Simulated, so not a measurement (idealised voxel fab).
process module | voxel wiring stack
cross-section cut | 280 nm wide | cells 5 nm
A cross-section is a grid of square cells, given in bands from the top down. A band is one or more rows of cells.
Each band's line starts with the height of the band's top and of its bottom, in nm. Then come its materials from left to right, each with its width in nm. One material with "throughout" fills the band from edge to edge. "air" is empty space.
Height 0 is the level under which the wafer as received is all one material. The lowest band goes on downwards, as in "0 down".
A width such as "30 to 40" changes by the same amount from each row of cells to the next, from the band's top row to its bottom row.
"no change" after a step means that no cell of the cross-section changed.
closed voids: empty space of 8 cells or more with no open way to the top, each as width x height at its distance from the left edge, in nm
after a step's settings: what the simulator itself notes on the step
overlay nm, on a step with a mask: how far to the right of its planned place the mask lay; to the left if negative
plan
1 op RECEIVE | material Si
2 op CONFORMAL_DEP | material SiO2 | thk nm 10
3 op DIRECTIONAL_DEP | material TiN | thk nm 5
4 op DIRECTIONAL_DEP | material W | thk nm 15
5 op PATTERN | tone cover | mask id METAL_1 | material resist | width nm 30 | pitch nm 55 | thk nm 15 | overlay nm 0
6 op DIRECTIONAL_ETCH | etch materials W | depth nm 15
7 op DIRECTIONAL_ETCH | etch materials TiN | depth nm 5
8 op STRIP | etch materials resist
9 op FILL_DEP | material SiO2 | thk nm 10
10 op CMP | height nm 30
11 op CONFORMAL_DEP | material SiCN | thk nm 5
12 op DIRECTIONAL_DEP | material lowk | thk nm 20
13 op PATTERN | tone open | mask id PLUG_1 | material resist | width nm 15 | pitch nm 55 | thk nm 15 | overlay nm 0
14 op DIRECTIONAL_ETCH | etch materials lowk | depth nm 20
15 op DIRECTIONAL_ETCH | etch materials SiCN | depth nm 5
16 op STRIP | etch materials resist
17 op CONFORMAL_DEP | material TiN | thk nm 5
18 op FILL_DEP | material Ru | thk nm 5
19 op CMP | height nm 55
20 op DIRECTIONAL_DEP | material TiN | thk nm 5
21 op DIRECTIONAL_DEP | material Ru | thk nm 15
22 op PATTERN | tone cover | mask id METAL_2 | material resist | width nm 30 | pitch nm 55 | thk nm 20 | overlay nm 0
23 op DIRECTIONAL_ETCH | etch materials Ru | depth nm 15
24 op DIRECTIONAL_ETCH | etch materials TiN | depth nm 5
25 op STRIP | etch materials resist
26 op CONFORMAL_DEP | material SiCN | thk nm 5
27 op FILL_DEP | material SiO2 | thk nm 5
28 op CMP | height nm 75
29 op CONFORMAL_DEP | material SiN | thk nm 5
first wafer, as planned
as received, after step 1
  0 down: Si throughout
  closed voids: none
after step 2
  10 to 0: SiO2 throughout
  below 0: unchanged
after step 3
  15 to 10: TiN throughout
  below 10: unchanged
after step 4
  30 to 15: W throughout
  below 15: unchanged
after step 5
  45 to 30: air 95 | resist 30 | air 25 | resist 30 | air 100
  below 30: unchanged
after step 6
  45 to 30: air 95 | resist 30 | air 25 | resist 30 | air 100
  30 to 15: air 95 | W 30 | air 25 | W 30 | air 100
  below 15: unchanged
after step 7
  45 to 30: air 95 | resist 30 | air 25 | resist 30 | air 100
  30 to 15: air 95 | W 30 | air 25 | W 30 | air 100
  15 to 10: air 95 | TiN 30 | air 25 | TiN 30 | air 100
  below 10: unchanged
after step 8
  30 to 15: air 95 | W 30 | air 25 | W 30 | air 100
  below 15: unchanged
after step 9
  40 to 30: SiO2 throughout
  30 to 15: SiO2 95 | W 30 | SiO2 25 | W 30 | SiO2 100
  15 to 10: SiO2 95 | TiN 30 | SiO2 25 | TiN 30 | SiO2 100
  below 10: unchanged
after step 10
  30 to 15: SiO2 95 | W 30 | SiO2 25 | W 30 | SiO2 100
  below 15: unchanged
after step 11
  35 to 30: SiCN throughout
  below 30: unchanged
after step 12
  55 to 35: lowk throughout
  below 35: unchanged
after step 13
  70 to 55: resist 95 | air 15 | resist 40 | air 15 | resist 115
  below 55: unchanged
after step 14
  70 to 55: resist 95 | air 15 | resist 40 | air 15 | resist 115
  55 to 35: lowk 95 | air 15 | lowk 40 | air 15 | lowk 115
  below 35: unchanged
after step 15
  70 to 55: resist 95 | air 15 | resist 40 | air 15 | resist 115
  55 to 35: lowk 95 | air 15 | lowk 40 | air 15 | lowk 115
  35 to 30: SiCN 95 | air 15 | SiCN 40 | air 15 | SiCN 115
  below 30: unchanged
after step 16
  55 to 35: lowk 95 | air 15 | lowk 40 | air 15 | lowk 115
  below 35: unchanged
after step 17
  60 to 55: TiN 100 | air 5 | TiN 50 | air 5 | TiN 120
  55 to 35: lowk 95 | TiN 5 | air 5 | TiN 5 | lowk 40 | TiN 5 | air 5 | TiN 5 | lowk 115
  35 to 30: SiCN 95 | TiN 15 | SiCN 40 | TiN 15 | SiCN 115
  below 30: unchanged
after step 18
  65 to 60: Ru throughout
  60 to 55: TiN 100 | Ru 5 | TiN 50 | Ru 5 | TiN 120
  55 to 35: lowk 95 | TiN 5 | Ru 5 | TiN 5 | lowk 40 | TiN 5 | Ru 5 | TiN 5 | lowk 115
  below 35: unchanged
after step 19
  55 to 35: lowk 95 | TiN 5 | Ru 5 | TiN 5 | lowk 40 | TiN 5 | Ru 5 | TiN 5 | lowk 115
  below 35: unchanged
after step 20
  60 to 55: TiN throughout
  below 55: unchanged
after step 21
  75 to 60: Ru throughout
  below 60: unchanged
after step 22
  95 to 75: air 95 | resist 30 | air 25 | resist 30 | air 100
  below 75: unchanged
after step 23
  95 to 75: air 95 | resist 30 | air 25 | resist 30 | air 100
  75 to 60: air 95 | Ru 30 | air 25 | Ru 30 | air 100
  below 60: unchanged
after step 24
  95 to 75: air 95 | resist 30 | air 25 | resist 30 | air 100
  75 to 60: air 95 | Ru 30 | air 25 | Ru 30 | air 100
  60 to 55: air 95 | TiN 30 | air 25 | TiN 30 | air 100
  below 55: unchanged
after step 25
  75 to 60: air 95 | Ru 30 | air 25 | Ru 30 | air 100
  below 60: unchanged
after step 26
  80 to 75: air 90 | SiCN 40 | air 15 | SiCN 40 | air 95
  75 to 60: air 90 | SiCN 5 | Ru 30 | SiCN 5 | air 15 | SiCN 5 | Ru 30 | SiCN 5 | air 95
  60 to 55: SiCN 95 | TiN 30 | SiCN 25 | TiN 30 | SiCN 100
  below 55: unchanged
after step 27
  85 to 80: SiO2 throughout
  80 to 75: SiO2 90 | SiCN 40 | SiO2 15 | SiCN 40 | SiO2 95
  75 to 60: SiO2 90 | SiCN 5 | Ru 30 | SiCN 5 | SiO2 15 | SiCN 5 | Ru 30 | SiCN 5 | SiO2 95
  below 60: unchanged
after step 28
  75 to 60: SiO2 90 | SiCN 5 | Ru 30 | SiCN 5 | SiO2 15 | SiCN 5 | Ru 30 | SiCN 5 | SiO2 95
  below 60: unchanged
after step 29
  80 to 75: SiN throughout
  below 75: unchanged
second wafer: like start, like plan, one mistake. Through step 10 it matches the first wafer
when step 11 should have ended
  50 to 30: lowk throughout
  below 30: unchanged
when step 12 should have ended
  55 to 50: SiCN throughout
  below 50: unchanged
when step 13 should have ended
  70 to 55: resist 95 | air 15 | resist 40 | air 15 | resist 115
  below 55: unchanged
when step 14 should have ended: no change
when step 15 should have ended
  70 to 55: resist 95 | air 15 | resist 40 | air 15 | resist 115
  55 to 50: SiCN 95 | air 15 | SiCN 40 | air 15 | SiCN 115
  below 50: unchanged
when step 16 should have ended
  55 to 50: SiCN 95 | air 15 | SiCN 40 | air 15 | SiCN 115
  below 50: unchanged
when step 17 should have ended
  60 to 55: TiN 100 | air 5 | TiN 50 | air 5 | TiN 120
  55 to 50: SiCN 95 | TiN 15 | SiCN 40 | TiN 15 | SiCN 115
  below 50: unchanged
when step 18 should have ended
  65 to 60: Ru throughout
  60 to 55: TiN 100 | Ru 5 | TiN 50 | Ru 5 | TiN 120
  below 55: unchanged
when step 19 should have ended
  55 to 50: SiCN 95 | TiN 15 | SiCN 40 | TiN 15 | SiCN 115
  below 50: unchanged
when step 20 should have ended
  60 to 55: TiN throughout
  below 55: unchanged
when step 21 should have ended
  75 to 60: Ru throughout
  below 60: unchanged
when step 22 should have ended
  95 to 75: air 95 | resist 30 | air 25 | resist 30 | air 100
  below 75: unchanged
when step 23 should have ended
  95 to 75: air 95 | resist 30 | air 25 | resist 30 | air 100
  75 to 60: air 95 | Ru 30 | air 25 | Ru 30 | air 100
  below 60: unchanged
when step 24 should have ended
  95 to 75: air 95 | resist 30 | air 25 | resist 30 | air 100
  75 to 60: air 95 | Ru 30 | air 25 | Ru 30 | air 100
  60 to 55: air 95 | TiN 30 | air 25 | TiN 30 | air 100
  below 55: unchanged
when step 25 should have ended
  75 to 60: air 95 | Ru 30 | air 25 | Ru 30 | air 100
  below 60: unchanged
when step 26 should have ended
  80 to 75: air 90 | SiCN 40 | air 15 | SiCN 40 | air 95
  75 to 60: air 90 | SiCN 5 | Ru 30 | SiCN 5 | air 15 | SiCN 5 | Ru 30 | SiCN 5 | air 95
  60 to 50: SiCN 95 | TiN 30 to 15 | SiCN 25 to 40 | TiN 30 to 15 | SiCN 100 to 115
  below 50: unchanged
when step 27 should have ended
  85 to 80: SiO2 throughout
  80 to 75: SiO2 90 | SiCN 40 | SiO2 15 | SiCN 40 | SiO2 95
  75 to 60: SiO2 90 | SiCN 5 | Ru 30 | SiCN 5 | SiO2 15 | SiCN 5 | Ru 30 | SiCN 5 | SiO2 95
  below 60: unchanged
when step 28 should have ended
  75 to 60: SiO2 90 | SiCN 5 | Ru 30 | SiCN 5 | SiO2 15 | SiCN 5 | Ru 30 | SiCN 5 | SiO2 95
  below 60: unchanged
when step 29 should have ended
  80 to 75: SiN throughout
  below 75: unchanged
what went wrong: steps 11 and 12 were swapped
at the end the second wafer has, in cells: 8 fewer of Ru | 16 fewer of TiN | 24 more of lowk
